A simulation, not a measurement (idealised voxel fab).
Process module, titled voxel released beams
cross-section cut | 250 nm wide | cells 5 nm
Cross-sections here: square-cell grids, written as top-down lists of bands, a band being one or more rows of cells. Band entry format. Leading values: height of top, height of bottom, nm. Remainder: materials in left-to-right order, each with its width in nm. Special words: "throughout" on a single material, which then fills the band edge to edge; "empty", empty space. Heights are reckoned from 0. Under this level, the received wafer is all of one material. The bottommost band is open-ended downward, for example "0 nm and below". The two numbers in a width such as "30..40" mark its ends across the band: the first belongs to the top row of cells, the second to the bottom row, and from each row to the next the width moves by the same amount. What does "no change" mean for a step? It means no cell of the cross-section changed in that step. So "closed voids" is basically the list of trapped voids: any empty space of 8 cells or more that can't reach the top through an opening. They're written width x height at distance, the distance being from the left edge, and it's all nm. The remark found on a step's line after its settings is issued by the simulator itself and pertains to that step. overlay nm: how far to the right of its planned place the mask lay on this masked step (negative: to the left).

Intended process steps:
1 RECEIVE [material Si]
2 CONFORMAL_DEP [material SiN] [thk nm 5]
3 DIRECTIONAL_DEP [material SiO2] [thk nm 20]
4 MASKED_ETCH [tone open] [mask id ANCHOR] [width nm 35] [etch materials SiO2] [depth nm 20] [overlay nm 0]
5 CONFORMAL_DEP [material polySi] [thk nm 10]
6 MASKED_ETCH [tone cover] [mask id BEAM] [width nm 85] [etch materials polySi] [depth nm 10] [overlay nm 0]
7 STRIP [etch materials SiO2]

As-received wafer cross-section (after step 1):
> 0 nm and below: Si throughout
> closed voids: none

Sectioned view, first of two wafers, at the close of the module, processed as intended in the plan:
> 35 nm to 25 nm: empty 80 nm | polySi 15 nm | empty 15 nm | polySi 55 nm | empty 85 nm
> 25 nm to 15 nm: empty 85 nm | polySi 10 nm | empty 15 nm | polySi 10 nm | empty 130 nm
> 15 nm to 5 nm: empty 85 nm | polySi 35 nm | empty 130 nm
> 5 nm to 0 nm: SiN throughout
> 0 nm and below: Si throughout
> closed voids: none

So this is wafer number two of the two, cut at the end of the module - it started where the first did and had the same plan, we just got one thing wrong running it:
> 35 nm to 25 nm: empty 85 nm | polySi 10 nm | empty 15 nm | polySi 60 nm | empty 80 nm
> 25 nm to 15 nm: empty 85 nm | polySi 10 nm | empty 15 nm | polySi 10 nm | empty 130 nm
> 15 nm to 5 nm: empty 85 nm | polySi 35 nm | empty 130 nm
> 5 nm to 0 nm: SiN throughout
> 0 nm and below: Si throughout
> closed voids: none
In executing the process, a mistake was made relative to the plan: not per plan at step 6, really ran MASKED_ETCH [tone cover] [mask id BEAM] [width nm 85] [etch materials polySi] [depth nm 10] [overlay nm 5]
Final wafers compared: equal cell tally per material, rearranged layout.
